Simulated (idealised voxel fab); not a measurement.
Proc. module: voxel air gaps
FYI the section here is cut, 240 nm wide, cells are 5 nm squares.
Notation: cross-section as square-cell grid; stated in bands, top first, going down; one or more cell rows per band.
Read a band's entry like this: the first values are the height of its top and the height of its bottom in nm, and what follows is the sequence of materials from left to right, each with its width in nm. Note that "air" is empty space, and that a single material marked "throughout" reaches across the band from edge to edge.
Height reference: 0 = level under which incoming wafer is all one material. Lowest band: no bottom, runs on downward, e.g. "0 down".
Width: "30->40" (first number = top row, second number = bottom row, same change from row to row of cells).
When a step is marked "left unchanged", none of the cells in the cross-section changed during that step.
Entry "Completely sealed voids" = empty spaces >= 8 cells with no open way to the top; each as width x height at distance, distance from left edge, all nm.
If you see something after the settings on a step's line, that's the simulator's own remark about that step.
"overlay nm", when on a step's line for a step with a mask, measures how far to the right of its planned place the mask lay; a negative measure means to the left.
The planned process steps are enumerated hereunder
1: op RECEIVE | material Si
2: op CONFORMAL_DEP | material SiO2 | thk nm 15
3: op CONFORMAL_DEP | material SiCN | thk nm 5
4: op DIRECTIONAL_DEP | material lowk | thk nm 30
5: op PATTERN | tone open | mask id LINES | material resist | width nm 15 | pitch nm 45 | thk nm 20 | overlay nm 0
6: op DIRECTIONAL_ETCH | etch materials lowk | depth nm 30
7: op STRIP | etch materials resist
8: op CONFORMAL_DEP | material TiN | thk nm 5
9: op FILL_DEP | material Cu | thk nm 10
10: op CMP | height nm 50
11: op EPI | material Ru | thk nm 10
12: op SELECTIVE_ETCH | etch materials lowk | depth nm 40
13: op CONFORMAL_DEP | material SiCN | thk nm 5
First of the two wafers, run per plan
Delivered wafer in cross-section: state after step 1
0 down | Si throughout
Completely sealed voids: none
The wafer in cross-section once step 2 is complete
15 to 0 | SiO2 throughout
Heights below 0 show no change.
The wafer in cross-section once step 3 is complete
20 to 15 | SiCN throughout
Heights below 15 show no change.
The wafer in cross-section once step 4 is complete
50 to 20 | lowk throughout
Heights below 20 show no change.
The wafer in cross-section once step 5 is complete
70 to 50 | 65 of resist  15 of air  30 of resist  15 of air  30 of resist  15 of air  70 of resist
Heights below 50 show no change.
The wafer in cross-section once step 6 is complete
70 to 50 | 65 of resist  15 of air  30 of resist  15 of air  30 of resist  15 of air  70 of resist
50 to 20 | 65 of lowk  15 of air  30 of lowk  15 of air  30 of lowk  15 of air  70 of lowk
Heights below 20 show no change.
The wafer in cross-section once step 7 is complete
50 to 20 | 65 of lowk  15 of air  30 of lowk  15 of air  30 of lowk  15 of air  70 of lowk
Heights below 20 show no change.
The wafer in cross-section once step 8 is complete
55 to 50 | 70 of TiN  5 of air  40 of TiN  5 of air  40 of TiN  5 of air  75 of TiN
50 to 25 | 65 of lowk  5 of TiN  5 of air  5 of TiN  30 of lowk  5 of TiN  5 of air  5 of TiN  30 of lowk  5 of TiN  5 of air  5 of TiN  70 of lowk
25 to 20 | 65 of lowk  15 of TiN  30 of lowk  15 of TiN  30 of lowk  15 of TiN  70 of lowk
Heights below 20 show no change.
The wafer in cross-section once step 9 is complete
65 to 55 | Cu throughout
55 to 50 | 70 of TiN  5 of Cu  40 of TiN  5 of Cu  40 of TiN  5 of Cu  75 of TiN
50 to 25 | 65 of lowk  5 of TiN  5 of Cu  5 of TiN  30 of lowk  5 of TiN  5 of Cu  5 of TiN  30 of lowk  5 of TiN  5 of Cu  5 of TiN  70 of lowk
Heights below 25 show no change.
The wafer in cross-section once step 10 is complete
50 to 25 | 65 of lowk  5 of TiN  5 of Cu  5 of TiN  30 of lowk  5 of TiN  5 of Cu  5 of TiN  30 of lowk  5 of TiN  5 of Cu  5 of TiN  70 of lowk
Heights below 25 show no change.
The wafer in cross-section once step 11 is complete
60 to 50 | 55 of air  35 of Ru  10 of air  35 of Ru  10 of air  35 of Ru  60 of air
Heights below 50 show no change.
The wafer in cross-section once step 12 is complete
60 to 50 | 55 of air  35 of Ru  10 of air  35 of Ru  10 of air  35 of Ru  60 of air
50 to 25 | 65 of air  5 of TiN  5 of Cu  5 of TiN  30 of air  5 of TiN  5 of Cu  5 of TiN  30 of air  5 of TiN  5 of Cu  5 of TiN  70 of air
25 to 20 | 65 of air  15 of TiN  30 of air  15 of TiN  30 of air  15 of TiN  70 of air
Heights below 20 show no change.
The wafer in cross-section once step 13 is complete
65 to 60 | 50 of air  135 of SiCN  55 of air
60 to 50 | 50 of air  5 of SiCN  35 of Ru  10 of SiCN  35 of Ru  10 of SiCN  35 of Ru  5 of SiCN  55 of air
50 to 45 | 50 of air  15 of SiCN  5 of TiN  5 of Cu  5 of TiN  30 of SiCN  5 of TiN  5 of Cu  5 of TiN  30 of SiCN  5 of TiN  5 of Cu  5 of TiN  15 of SiCN  55 of air
45 to 25 | 60 of air  5 of SiCN  5 of TiN  5 of Cu  5 of TiN  5 of SiCN  20 of air  5 of SiCN  5 of TiN  5 of Cu  5 of TiN  5 of SiCN  20 of air  5 of SiCN  5 of TiN  5 of Cu  5 of TiN  5 of SiCN  65 of air
25 to 20 | 65 of SiCN  15 of TiN  30 of SiCN  15 of TiN  30 of SiCN  15 of TiN  70 of SiCN
Heights below 20 show no change.
Completely sealed voids: 20 x 20 at 85; 20 x 20 at 130
Second wafer, same starting conditions and recipe as the first, one mistake in executing it, nothing differs from the first up to and including step 1
Second wafer, cross-section, planned end of step 2
30 to 0 | SiO2 throughout
Heights below 0 show no change.
Second wafer, cross-section, planned end of step 3
35 to 30 | SiCN throughout
Heights below 30 show no change.
Second wafer, cross-section, planned end of step 4
65 to 35 | lowk throughout
Heights below 35 show no change.
Second wafer, cross-section, planned end of step 5
85 to 65 | 65 of resist  15 of air  30 of resist  15 of air  30 of resist  15 of air  70 of resist
Heights below 65 show no change.
Second wafer, cross-section, planned end of step 6
85 to 65 | 65 of resist  15 of air  30 of resist  15 of air  30 of resist  15 of air  70 of resist
65 to 35 | 65 of lowk  15 of air  30 of lowk  15 of air  30 of lowk  15 of air  70 of lowk
Heights below 35 show no change.
Second wafer, cross-section, planned end of step 7
65 to 35 | 65 of lowk  15 of air  30 of lowk  15 of air  30 of lowk  15 of air  70 of lowk
Heights below 35 show no change.
Second wafer, cross-section, planned end of step 8
70 to 65 | 70 of TiN  5 of air  40 of TiN  5 of air  40 of TiN  5 of air  75 of TiN
65 to 40 | 65 of lowk  5 of TiN  5 of air  5 of TiN  30 of lowk  5 of TiN  5 of air  5 of TiN  30 of lowk  5 of TiN  5 of air  5 of TiN  70 of lowk
40 to 35 | 65 of lowk  15 of TiN  30 of lowk  15 of TiN  30 of lowk  15 of TiN  70 of lowk
Heights below 35 show no change.
Second wafer, cross-section, planned end of step 9
80 to 70 | Cu throughout
70 to 65 | 70 of TiN  5 of Cu  40 of TiN  5 of Cu  40 of TiN  5 of Cu  75 of TiN
65 to 40 | 65 of lowk  5 of TiN  5 of Cu  5 of TiN  30 of lowk  5 of TiN  5 of Cu  5 of TiN  30 of lowk  5 of TiN  5 of Cu  5 of TiN  70 of lowk
Heights below 40 show no change.
Second wafer, cross-section, planned end of step 10
50 to 40 | 65 of lowk  5 of TiN  5 of Cu  5 of TiN  30 of lowk  5 of TiN  5 of Cu  5 of TiN  30 of lowk  5 of TiN  5 of Cu  5 of TiN  70 of lowk
Heights below 40 show no change.
Second wafer, cross-section, planned end of step 11
60 to 50 | 55 of air  35 of Ru  10 of air  35 of Ru  10 of air  35 of Ru  60 of air
Heights below 50 show no change.
Second wafer, cross-section, planned end of step 12
60 to 50 | 55 of air  35 of Ru  10 of air  35 of Ru  10 of air  35 of Ru  60 of air
50 to 40 | 65 of air  5 of TiN  5 of Cu  5 of TiN  30 of air  5 of TiN  5 of Cu  5 of TiN  30 of air  5 of TiN  5 of Cu  5 of TiN  70 of air
40 to 35 | 65 of air  15 of TiN  30 of air  15 of TiN  30 of air  15 of TiN  70 of air
Heights below 35 show no change.
Second wafer, cross-section, planned end of step 13
65 to 60 | 50 of air  135 of SiCN  55 of air
60 to 50 | 50 of air  5 of SiCN  35 of Ru  10 of SiCN  35 of Ru  10 of SiCN  35 of Ru  5 of SiCN  55 of air
50 to 45 | 50 of air  15 of SiCN  5 of TiN  5 of Cu  5 of TiN  30 of SiCN  5 of TiN  5 of Cu  5 of TiN  30 of SiCN  5 of TiN  5 of Cu  5 of TiN  15 of SiCN  55 of air
45 to 40 | 60 of air  5 of SiCN  5 of TiN  5 of Cu  5 of TiN  5 of SiCN  20 of air  5 of SiCN  5 of TiN  5 of Cu  5 of TiN  5 of SiCN  20 of air  5 of SiCN  5 of TiN  5 of Cu  5 of TiN  5 of SiCN  65 of air
40 to 35 | 65 of SiCN  15 of TiN  30 of SiCN  15 of TiN  30 of SiCN  15 of TiN  70 of SiCN
Heights below 35 show no change.
Deviation from plan: regarding the plan, step 2 was run twice
The second wafer ends with more or fewer cells of some materials than the first, per final count: Cu -9, SiCN -18, SiO2 +144, TiN -18
In the final state there are 2 closed voids in the first wafer, compared with 0 in the second wafer.
